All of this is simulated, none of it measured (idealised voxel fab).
Process module name: voxel wiring stack
Cross-sectional view cut (width: 255 nm; square cell size: 5 nm).
Cross-section = grid of square cells, listed top down in bands; band = one or more rows.
This entry defines a band. It first specifies the height of the band's top and the height of its bottom in nm, and then specifies the band's materials from left to right, stating each material with its width in nm. The word "throughout" identifies a single material that fills the band from edge to edge, while the word "air" identifies empty space.
Heights are expressed relative to 0, this being the level below which the as-received wafer comprises one material exclusively. The lowest band is unbounded in the downward direction and is denoted as in "top 0, no bottom".
It should be noted that a width expressed as "30->40" varies in equal increments from row to row of cells within the band, taking the value of the first number at the top row and that of the second number at the bottom row.
Take "no alteration" at face value: in the step it is given for, the cross-section changed in none of its cells.
So "closed voids" is basically the list of trapped voids: any empty space of 8 cells or more that can't reach the top through an opening. They're written width x height at distance, the distance being from the left edge, and it's all nm.
It should be noted that, on the line of a given step, the content following the step's settings is a remark produced by the simulator itself with respect to that step.
Among the settings permitted on a step's line is "overlay nm"; applied to a step with a mask, it specifies the extent to which the mask lay to the right of its planned position, whereas a negative figure signifies a position to the left.

Planned step list for the process
1) RECEIVE [material Si]
2) CONFORMAL_DEP [material SiO2] [thk nm 10]
3) CONFORMAL_DEP [material SiCN] [thk nm 5]
4) DIRECTIONAL_DEP [material SiO2] [thk nm 15]
5) MASKED_ETCH [tone open] [mask id METAL_1] [width nm 20] [pitch nm 50] [etch materials SiO2] [depth nm 15] [overlay nm 0]
6) MASKED_ETCH [tone open] [mask id METAL_1] [width nm 20] [pitch nm 50] [etch materials SiCN] [depth nm 5] [overlay nm 0]
7) CONFORMAL_DEP [material TiN] [thk nm 5]
8) FILL_DEP [material Cu] [thk nm 10]
9) CMP [height nm 30]
10) CONFORMAL_DEP [material SiCN] [thk nm 5]
11) DIRECTIONAL_DEP [material SiO2] [thk nm 15]
12) MASKED_ETCH [tone open] [mask id PLUG_1] [width nm 15] [pitch nm 100] [etch materials SiO2] [depth nm 15] [overlay nm 0]
13) MASKED_ETCH [tone open] [mask id PLUG_1] [width nm 15] [pitch nm 100] [etch materials SiCN] [depth nm 5] [overlay nm 0]
14) EPI [material Ru] [thk nm 10]
15) EPI [material Ru] [thk nm 10]
16) DIRECTIONAL_DEP [material TiN] [thk nm 5]
17) DIRECTIONAL_DEP [material Ru] [thk nm 20]
18) MASKED_ETCH [tone cover] [mask id METAL_2] [width nm 20] [pitch nm 50] [etch materials Ru] [depth nm 20] [overlay nm 0]
19) MASKED_ETCH [tone cover] [mask id METAL_2] [width nm 20] [pitch nm 50] [etch materials TiN] [depth nm 5] [overlay nm 0]
20) FILL_DEP [material lowk] [thk nm 5]
21) CMP [height nm 75]
22) CONFORMAL_DEP [material SiCN] [thk nm 5]

first wafer, as planned

Cross-section of the wafer as it came to us, i.e., already through step 1
top 0, no bottom: Si throughout
closed voids: none

Cross-section: wafer state after step 2
top 10, bottom 0: SiO2 throughout
Under 0: no change, same as before.

Cross-section: wafer state after step 3
top 15, bottom 10: SiCN throughout
Under 10: no change, same as before.

Cross-section: wafer state after step 4
top 30, bottom 15: SiO2 throughout
Under 15: no change, same as before.

Cross-section: wafer state after step 5
top 30, bottom 15: SiO2=40 | air=20 | SiO2=30 | air=20 | SiO2=30 | air=20 | SiO2=30 | air=20 | SiO2=45
Under 15: no change, same as before.

Cross-section: wafer state after step 6
top 30, bottom 15: SiO2=40 | air=20 | SiO2=30 | air=20 | SiO2=30 | air=20 | SiO2=30 | air=20 | SiO2=45
top 15, bottom 10: SiCN=40 | air=20 | SiCN=30 | air=20 | SiCN=30 | air=20 | SiCN=30 | air=20 | SiCN=45
Under 10: no change, same as before.

Cross-section: wafer state after step 7
top 35, bottom 30: TiN=45 | air=10 | TiN=40 | air=10 | TiN=40 | air=10 | TiN=40 | air=10 | TiN=50
top 30, bottom 15: SiO2=40 | TiN=5 | air=10 | TiN=5 | SiO2=30 | TiN=5 | air=10 | TiN=5 | SiO2=30 | TiN=5 | air=10 | TiN=5 | SiO2=30 | TiN=5 | air=10 | TiN=5 | SiO2=45
top 15, bottom 10: SiCN=40 | TiN=20 | SiCN=30 | TiN=20 | SiCN=30 | TiN=20 | SiCN=30 | TiN=20 | SiCN=45
Under 10: no change, same as before.

Cross-section: wafer state after step 8
top 45, bottom 35: Cu throughout
top 35, bottom 30: TiN=45 | Cu=10 | TiN=40 | Cu=10 | TiN=40 | Cu=10 | TiN=40 | Cu=10 | TiN=50
top 30, bottom 15: SiO2=40 | TiN=5 | Cu=10 | TiN=5 | SiO2=30 | TiN=5 | Cu=10 | TiN=5 | SiO2=30 | TiN=5 | Cu=10 | TiN=5 | SiO2=30 | TiN=5 | Cu=10 | TiN=5 | SiO2=45
Under 15: no change, same as before.

Cross-section: wafer state after step 9
top 30, bottom 15: SiO2=40 | TiN=5 | Cu=10 | TiN=5 | SiO2=30 | TiN=5 | Cu=10 | TiN=5 | SiO2=30 | TiN=5 | Cu=10 | TiN=5 | SiO2=30 | TiN=5 | Cu=10 | TiN=5 | SiO2=45
Under 15: no change, same as before.

Cross-section: wafer state after step 10
top 35, bottom 30: SiCN throughout
Under 30: no change, same as before.

Cross-section: wafer state after step 11
top 50, bottom 35: SiO2 throughout
Under 35: no change, same as before.

Cross-section: wafer state after step 12
top 50, bottom 35: SiO2=40 | air=15 | SiO2=85 | air=15 | SiO2=100
Under 35: no change, same as before.

Cross-section: wafer state after step 13
top 50, bottom 35: SiO2=40 | air=15 | SiO2=85 | air=15 | SiO2=100
top 35, bottom 30: SiCN=40 | air=15 | SiCN=85 | air=15 | SiCN=100
Under 30: no change, same as before.

Cross-section: wafer state after step 14
top 50, bottom 40: SiO2=40 | air=15 | SiO2=85 | air=15 | SiO2=100
top 40, bottom 35: SiO2=40 | Ru=15 | SiO2=85 | Ru=15 | SiO2=100
top 35, bottom 30: SiCN=40 | Ru=15 | SiCN=85 | Ru=15 | SiCN=100
Under 30: no change, same as before.

Cross-section: wafer state after step 15
top 50, bottom 35: SiO2=40 | Ru=15 | SiO2=85 | Ru=15 | SiO2=100
Under 35: no change, same as before.

Cross-section: wafer state after step 16
top 55, bottom 50: TiN throughout
Under 50: no change, same as before.

Cross-section: wafer state after step 17
top 75, bottom 55: Ru throughout
Under 55: no change, same as before.

Cross-section: wafer state after step 18
top 75, bottom 55: air=40 | Ru=20 | air=30 | Ru=20 | air=30 | Ru=20 | air=30 | Ru=20 | air=45
Under 55: no change, same as before.

Cross-section: wafer state after step 19
top 75, bottom 55: air=40 | Ru=20 | air=30 | Ru=20 | air=30 | Ru=20 | air=30 | Ru=20 | air=45
top 55, bottom 50: air=40 | TiN=20 | air=30 | TiN=20 | air=30 | TiN=20 | air=30 | TiN=20 | air=45
Under 50: no change, same as before.

Cross-section: wafer state after step 20
top 80, bottom 75: lowk throughout
top 75, bottom 55: lowk=40 | Ru=20 | lowk=30 | Ru=20 | lowk=30 | Ru=20 | lowk=30 | Ru=20 | lowk=45
top 55, bottom 50: lowk=40 | TiN=20 | lowk=30 | TiN=20 | lowk=30 | TiN=20 | lowk=30 | TiN=20 | lowk=45
Under 50: no change, same as before.

Cross-section: wafer state after step 21
top 75, bottom 55: lowk=40 | Ru=20 | lowk=30 | Ru=20 | lowk=30 | Ru=20 | lowk=30 | Ru=20 | lowk=45
Under 55: no change, same as before.

Cross-section: wafer state after step 22
top 80, bottom 75: SiCN throughout
Under 75: no change, same as before.

Companion wafer, the second of two: same beginning, same intended sequence, one mistake in carrying it out; through step 17 inclusive it tracks the first exactly

Second wafer, section view, time point: scheduled end of step 18
top 75, bottom 55: Ru=40 | air=20 | Ru=30 | air=20 | Ru=30 | air=20 | Ru=30 | air=20 | Ru=45
Under 55: no change, same as before.

Second wafer, section view, time point: scheduled end of step 19: no alteration

Second wafer, section view, time point: scheduled end of step 20
top 80, bottom 75: lowk throughout
top 75, bottom 55: Ru=40 | lowk=20 | Ru=30 | lowk=20 | Ru=30 | lowk=20 | Ru=30 | lowk=20 | Ru=45
Under 55: no change, same as before.

Second wafer, section view, time point: scheduled end of step 21
top 75, bottom 55: Ru=40 | lowk=20 | Ru=30 | lowk=20 | Ru=30 | lowk=20 | Ru=30 | lowk=20 | Ru=45
Under 55: no change, same as before.

Second wafer, section view, time point: scheduled end of step 22
top 80, bottom 75: SiCN throughout
Under 75: no change, same as before.
The mistake made against the process plan was this: note that step 18 departed from the planned setting and was carried out as MASKED_ETCH [tone open] [mask id METAL_2] [width nm 20] [pitch nm 50] [etch materials Ru] [depth nm 20] [overlay nm 0]
FYI, end of process, the second wafer has more or fewer cells of some materials than the first: 76 more of Ru; 35 more of TiN; 111 fewer of lowk
